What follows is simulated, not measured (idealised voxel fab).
Name of the process module below: voxel quadruple lines
The cross-section shown here is cut; it is 190 nm wide and divided into square cells measuring 5 nm on a side.
Format of a cross-section: grid, square cells. Given as bands. Order: top down. Band: one or more rows of cells. The band entry comprises the height of the band's top followed by the height of its bottom, expressed in nm, and subsequently the band's materials from left to right, each stated together with its width in nm. Where a single material is marked with the word "everywhere", that material fills the band from edge to edge. The word "air" represents empty space. Where do heights start? At 0: under that level the wafer as delivered is made of one material only. And the lowest band has no floor; it just carries on downward, as in "0 down". You'd read "30->40" like this: the band's top row of cells is as wide as the first number, its bottom row is as wide as the second, and going down, every row changes width by the same amount as the row before did. Any step labelled "nothing changed" changed none of the cells in the cross-section. So "Fully sealed voids" is basically the list of trapped voids: any empty space of 8 cells or more that can't reach the top through an opening. They're written width x height at distance, the distance being from the left edge, and it's all nm. Read whatever lies past the settings on a step's line as the simulator's own remark about the step. Each step line may optionally specify "overlay nm", which for a step with a mask gives the rightward distance between the mask's planned place and where it lay, a negative value indicating the leftward direction.

# List of planned process steps
1. RECEIVE (material Si)
2. CONFORMAL_DEP (material SiO2; thk nm 5)
3. DIRECTIONAL_DEP (material Ru; thk nm 10)
4. DIRECTIONAL_DEP (material polySi; thk nm 15)
5. DIRECTIONAL_DEP (material aC; thk nm 25)
6. PATTERN (tone cover; mask id MANDREL; material resist; width nm 30; thk nm 30; overlay nm 0)
7. DIRECTIONAL_ETCH (etch materials aC; depth nm 25)
8. STRIP (etch materials resist)
9. CONFORMAL_DEP (material SiO2; thk nm 10)
10. DIRECTIONAL_ETCH (etch materials SiO2; depth nm 10)
11. STRIP (etch materials aC)
12. DIRECTIONAL_ETCH (etch materials polySi; depth nm 15)
13. STRIP (etch materials SiO2)
14. CONFORMAL_DEP (material SiCN; thk nm 10)
15. DIRECTIONAL_ETCH (etch materials SiCN; depth nm 10)
16. STRIP (etch materials polySi)
17. DIRECTIONAL_ETCH (etch materials Ru; depth nm 10)
18. STRIP (etch materials SiCN)

# Cross-sectional view of the wafer in its as-received condition, corresponding to the state after step 1
	0 down | Si everywhere
	Fully sealed voids: none

# first wafer at the end, as planned
	15 to 5 | air 60 nm, then Ru 10 nm, then air 10 nm, then Ru 10 nm, then air 10 nm, then Ru 10 nm, then air 10 nm, then Ru 10 nm, then air 60 nm
	5 to 0 | SiO2 everywhere
	0 down | Si everywhere
	Fully sealed voids: none

# Now the second wafer, cross-sectioned at the end of the module. Nothing different at the start, nothing different in the plan compared with the first, just one mistake when it was actually run
	15 to 5 | air 60 nm, then Ru 10 nm, then air 10 nm, then Ru 10 nm, then air 15 nm, then Ru 10 nm, then air 10 nm, then Ru 10 nm, then air 55 nm
	5 to 0 | SiO2 everywhere
	0 down | Si everywhere
	Fully sealed voids: none
Finding, execution versus plan: contrary to plan, step 6 was performed as PATTERN (tone cover; mask id MANDREL; material resist; width nm 35; thk nm 30; overlay nm 0)
Heads up: at the end the two wafers have identical cell counts per material, they're just laid out differently.
